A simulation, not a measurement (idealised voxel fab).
Module name: voxel self aligned vias (process module)
The cross-section shown here is cut; it is 290 nm wide and divided into square cells measuring 5 nm on a side.
Throughout this document, each cross-section is represented as a grid of square cells and is presented as a sequence of bands enumerated from the top downward, where a band comprises one or more rows of cells. Heads up on the band format: heights come first, top then bottom, in nm. After that it's the materials left to right, each with its width in nm. A single material flagged "everywhere" fills the whole band edge to edge, and "empty" means there's empty space there. Heights are reckoned from 0. Under this level, the received wafer is all of one material. The bottommost band is open-ended downward, for example "0 nm and below". Top row gets the first number, bottom row gets the second, and each row in between changes by the same step: that is how a band width like "30->40" works. Where the words "no modification" appear for a step, the cross-section shows no cell changed by that step; every cell remained as before. Entry "Enclosed cavities". Content: empty spaces with no open connection to the top, size 8 cells or greater. Each: width x height at distance. Distance: from left edge. Unit: nm. Heads up: the bit after the settings on a step's line is the simulator's remark on that step. The line of a step may include "overlay nm". On a step with a mask, this value is how far to the right of its planned place the mask lay. A negative value means the mask lay to the left.

PROCESS STEPS FORESEEN IN THE PLAN
1,RECEIVE: material Si
2,CONFORMAL_DEP: material SiO2, thk nm 10
3,CONFORMAL_DEP: material SiCN, thk nm 5
4,DIRECTIONAL_DEP: material SiO2, thk nm 20
5,MASKED_ETCH: tone open, mask id LINES, width nm 25, pitch nm 50, etch materials SiO2, depth nm 20, overlay nm 0
6,CONFORMAL_DEP: material TiN, thk nm 5
7,FILL_DEP: material Ru, thk nm 5
8,CMP: height nm 35
9,SELECTIVE_ETCH: etch materials W Ru TiN, depth nm 5
10,FILL_DEP: material SiN, thk nm 10
11,CMP: height nm 35
12,DIRECTIONAL_DEP: material SiO2, thk nm 15
13,DIRECTIONAL_DEP: material aC, thk nm 10
14,PATTERN: tone open, mask id VIAS, material resist, width nm 35, pitch nm 50, thk nm 30, overlay nm 0
15,DIRECTIONAL_ETCH: etch materials aC, depth nm 10
16,STRIP: etch materials resist
17,DIRECTIONAL_ETCH: etch materials SiO2, depth nm 15
18,DIRECTIONAL_ETCH: etch materials SiN, depth nm 5
19,STRIP: etch materials aC
20,CONFORMAL_DEP: material TiN, thk nm 5
21,FILL_DEP: material Cu, thk nm 5
22,CMP: height nm 50
23,CONFORMAL_DEP: material SiN, thk nm 5

OF TWO WAFERS, THE FIRST: RUN ACCORDING TO PLAN

THE CROSS-SECTION HERE SHOWS THE WAFER AS RECEIVED, I.E. IN ITS STATE AFTER STEP 1
  0 nm and below: Si everywhere
  Enclosed cavities: none

UPON COMPLETION OF STEP 2, THE WAFER APPEARS IN CROSS-SECTION AS SHOWN
  10 nm to 0 nm: SiO2 everywhere
  Under 0: no change, same as before.

UPON COMPLETION OF STEP 3, THE WAFER APPEARS IN CROSS-SECTION AS SHOWN
  15 nm to 10 nm: SiCN everywhere
  Under 10: no change, same as before.

UPON COMPLETION OF STEP 4, THE WAFER APPEARS IN CROSS-SECTION AS SHOWN
  35 nm to 15 nm: SiO2 everywhere
  Under 15: no change, same as before.

UPON COMPLETION OF STEP 5, THE WAFER APPEARS IN CROSS-SECTION AS SHOWN
  35 nm to 15 nm: SiO2 (105), then empty (25), then SiO2 (25), then empty (25), then SiO2 (110)
  Under 15: no change, same as before.

UPON COMPLETION OF STEP 6, THE WAFER APPEARS IN CROSS-SECTION AS SHOWN
  40 nm to 35 nm: TiN (110), then empty (15), then TiN (35), then empty (15), then TiN (115)
  35 nm to 20 nm: SiO2 (105), then TiN (5), then empty (15), then TiN (5), then SiO2 (25), then TiN (5), then empty (15), then TiN (5), then SiO2 (110)
  20 nm to 15 nm: SiO2 (105), then TiN (25), then SiO2 (25), then TiN (25), then SiO2 (110)
  Under 15: no change, same as before.

UPON COMPLETION OF STEP 7, THE WAFER APPEARS IN CROSS-SECTION AS SHOWN
  45 nm to 40 nm: Ru everywhere
  40 nm to 35 nm: TiN (110), then Ru (15), then TiN (35), then Ru (15), then TiN (115)
  35 nm to 20 nm: SiO2 (105), then TiN (5), then Ru (15), then TiN (5), then SiO2 (25), then TiN (5), then Ru (15), then TiN (5), then SiO2 (110)
  Under 20: no change, same as before.

UPON COMPLETION OF STEP 8, THE WAFER APPEARS IN CROSS-SECTION AS SHOWN
  35 nm to 20 nm: SiO2 (105), then TiN (5), then Ru (15), then TiN (5), then SiO2 (25), then TiN (5), then Ru (15), then TiN (5), then SiO2 (110)
  Under 20: no change, same as before.

UPON COMPLETION OF STEP 9, THE WAFER APPEARS IN CROSS-SECTION AS SHOWN
  35 nm to 30 nm: SiO2 (105), then empty (25), then SiO2 (25), then empty (25), then SiO2 (110)
  Under 30: no change, same as before.

UPON COMPLETION OF STEP 10, THE WAFER APPEARS IN CROSS-SECTION AS SHOWN
  45 nm to 35 nm: SiN everywhere
  35 nm to 30 nm: SiO2 (105), then SiN (25), then SiO2 (25), then SiN (25), then SiO2 (110)
  Under 30: no change, same as before.

UPON COMPLETION OF STEP 11, THE WAFER APPEARS IN CROSS-SECTION AS SHOWN
  35 nm to 30 nm: SiO2 (105), then SiN (25), then SiO2 (25), then SiN (25), then SiO2 (110)
  Under 30: no change, same as before.

UPON COMPLETION OF STEP 12, THE WAFER APPEARS IN CROSS-SECTION AS SHOWN
  50 nm to 35 nm: SiO2 everywhere
  Under 35: no change, same as before.

UPON COMPLETION OF STEP 13, THE WAFER APPEARS IN CROSS-SECTION AS SHOWN
  60 nm to 50 nm: aC everywhere
  Under 50: no change, same as before.

UPON COMPLETION OF STEP 14, THE WAFER APPEARS IN CROSS-SECTION AS SHOWN
  90 nm to 60 nm: resist (100), then empty (35), then resist (15), then empty (35), then resist (105)
  Under 60: no change, same as before.

UPON COMPLETION OF STEP 15, THE WAFER APPEARS IN CROSS-SECTION AS SHOWN
  80 nm to 60 nm: resist (100), then empty (35), then resist (15), then empty (35), then resist (105)
  60 nm to 50 nm: aC (100), then empty (35), then aC (15), then empty (35), then aC (105)
  Under 50: no change, same as before.

UPON COMPLETION OF STEP 16, THE WAFER APPEARS IN CROSS-SECTION AS SHOWN
  60 nm to 50 nm: aC (100), then empty (35), then aC (15), then empty (35), then aC (105)
  Under 50: no change, same as before.

UPON COMPLETION OF STEP 17, THE WAFER APPEARS IN CROSS-SECTION AS SHOWN
  60 nm to 50 nm: aC (100), then empty (35), then aC (15), then empty (35), then aC (105)
  50 nm to 35 nm: SiO2 (100), then empty (35), then SiO2 (15), then empty (35), then SiO2 (105)
  Under 35: no change, same as before.

UPON COMPLETION OF STEP 18, THE WAFER APPEARS IN CROSS-SECTION AS SHOWN
  60 nm to 50 nm: aC (100), then empty (35), then aC (15), then empty (35), then aC (105)
  50 nm to 35 nm: SiO2 (100), then empty (35), then SiO2 (15), then empty (35), then SiO2 (105)
  35 nm to 30 nm: SiO2 (105), then empty (25), then SiO2 (25), then empty (25), then SiO2 (110)
  Under 30: no change, same as before.

UPON COMPLETION OF STEP 19, THE WAFER APPEARS IN CROSS-SECTION AS SHOWN
  50 nm to 35 nm: SiO2 (100), then empty (35), then SiO2 (15), then empty (35), then SiO2 (105)
  Under 35: no change, same as before.

UPON COMPLETION OF STEP 20, THE WAFER APPEARS IN CROSS-SECTION AS SHOWN
  55 nm to 50 nm: TiN (105), then empty (25), then TiN (25), then empty (25), then TiN (110)
  50 nm to 40 nm: SiO2 (100), then TiN (5), then empty (25), then TiN (5), then SiO2 (15), then TiN (5), then empty (25), then TiN (5), then SiO2 (105)
  40 nm to 35 nm: SiO2 (100), then TiN (10), then empty (15), then TiN (10), then SiO2 (15), then TiN (10), then empty (15), then TiN (10), then SiO2 (105)
  35 nm to 30 nm: SiO2 (105), then TiN (25), then SiO2 (25), then TiN (25), then SiO2 (110)
  Under 30: no change, same as before.

UPON COMPLETION OF STEP 21, THE WAFER APPEARS IN CROSS-SECTION AS SHOWN
  60 nm to 55 nm: Cu everywhere
  55 nm to 50 nm: TiN (105), then Cu (25), then TiN (25), then Cu (25), then TiN (110)
  50 nm to 40 nm: SiO2 (100), then TiN (5), then Cu (25), then TiN (5), then SiO2 (15), then TiN (5), then Cu (25), then TiN (5), then SiO2 (105)
  40 nm to 35 nm: SiO2 (100), then TiN (10), then Cu (15), then TiN (10), then SiO2 (15), then TiN (10), then Cu (15), then TiN (10), then SiO2 (105)
  Under 35: no change, same as before.

UPON COMPLETION OF STEP 22, THE WAFER APPEARS IN CROSS-SECTION AS SHOWN
  50 nm to 40 nm: SiO2 (100), then TiN (5), then Cu (25), then TiN (5), then SiO2 (15), then TiN (5), then Cu (25), then TiN (5), then SiO2 (105)
  Under 40: no change, same as before.

UPON COMPLETION OF STEP 23, THE WAFER APPEARS IN CROSS-SECTION AS SHOWN
  55 nm to 50 nm: SiN everywhere
  Under 50: no change, same as before.

WAFER TWO: LIKE WAFER ONE IN START AND PLAN, BUT WITH ONE MISTAKE IN EXECUTION; IDENTICAL UP TO AND INCLUDING STEP 13

SECOND WAFER AT THE PLANNED FINISH OF STEP 14, SEEN IN CROSS-SECTION
  90 nm to 60 nm: resist (105), then empty (30), then resist (20), then empty (30), then resist (105)
  Under 60: no change, same as before.

SECOND WAFER AT THE PLANNED FINISH OF STEP 15, SEEN IN CROSS-SECTION
  80 nm to 60 nm: resist (105), then empty (30), then resist (20), then empty (30), then resist (105)
  60 nm to 50 nm: aC (105), then empty (30), then aC (20), then empty (30), then aC (105)
  Under 50: no change, same as before.

SECOND WAFER AT THE PLANNED FINISH OF STEP 16, SEEN IN CROSS-SECTION
  60 nm to 50 nm: aC (105), then empty (30), then aC (20), then empty (30), then aC (105)
  Under 50: no change, same as before.

SECOND WAFER AT THE PLANNED FINISH OF STEP 17, SEEN IN CROSS-SECTION
  60 nm to 50 nm: aC (105), then empty (30), then aC (20), then empty (30), then aC (105)
  50 nm to 35 nm: SiO2 (105), then empty (30), then SiO2 (20), then empty (30), then SiO2 (105)
  Under 35: no change, same as before.

SECOND WAFER AT THE PLANNED FINISH OF STEP 18, SEEN IN CROSS-SECTION
  60 nm to 50 nm: aC (105), then empty (30), then aC (20), then empty (30), then aC (105)
  50 nm to 35 nm: SiO2 (105), then empty (30), then SiO2 (20), then empty (30), then SiO2 (105)
  35 nm to 30 nm: SiO2 (105), then empty (25), then SiO2 (25), then empty (25), then SiO2 (110)
  Under 30: no change, same as before.

SECOND WAFER AT THE PLANNED FINISH OF STEP 19, SEEN IN CROSS-SECTION
  50 nm to 35 nm: SiO2 (105), then empty (30), then SiO2 (20), then empty (30), then SiO2 (105)
  Under 35: no change, same as before.

SECOND WAFER AT THE PLANNED FINISH OF STEP 20, SEEN IN CROSS-SECTION
  55 nm to 50 nm: TiN (110), then empty (20), then TiN (30), then empty (20), then TiN (110)
  50 nm to 40 nm: SiO2 (105), then TiN (5), then empty (20), then TiN (5), then SiO2 (20), then TiN (5), then empty (20), then TiN (5), then SiO2 (105)
  40 nm to 35 nm: SiO2 (105), then TiN (5), then empty (15), then TiN (10), then SiO2 (20), then TiN (5), then empty (15), then TiN (10), then SiO2 (105)
  35 nm to 30 nm: SiO2 (105), then TiN (25), then SiO2 (25), then TiN (25), then SiO2 (110)
  Under 30: no change, same as before.

SECOND WAFER AT THE PLANNED FINISH OF STEP 21, SEEN IN CROSS-SECTION
  60 nm to 55 nm: Cu everywhere
  55 nm to 50 nm: TiN (110), then Cu (20), then TiN (30), then Cu (20), then TiN (110)
  50 nm to 40 nm: SiO2 (105), then TiN (5), then Cu (20), then TiN (5), then SiO2 (20), then TiN (5), then Cu (20), then TiN (5), then SiO2 (105)
  40 nm to 35 nm: SiO2 (105), then TiN (5), then Cu (15), then TiN (10), then SiO2 (20), then TiN (5), then Cu (15), then TiN (10), then SiO2 (105)
  Under 35: no change, same as before.

SECOND WAFER AT THE PLANNED FINISH OF STEP 22, SEEN IN CROSS-SECTION
  50 nm to 40 nm: SiO2 (105), then TiN (5), then Cu (20), then TiN (5), then SiO2 (20), then TiN (5), then Cu (20), then TiN (5), then SiO2 (105)
  Under 40: no change, same as before.

SECOND WAFER AT THE PLANNED FINISH OF STEP 23, SEEN IN CROSS-SECTION
  55 nm to 50 nm: SiN everywhere
  Under 50: no change, same as before.
Deviation noted in wafer processing: heads up, step 14 didn't go per plan, it actually ran as PATTERN: tone open, mask id VIAS, material resist, width nm 30, pitch nm 50, thk nm 30, overlay nm 0
Heads up, by the end the second wafer has more or fewer cells of some materials compared to the first: Cu: 4 fewer, SiO2: 6 more, TiN: 2 fewer
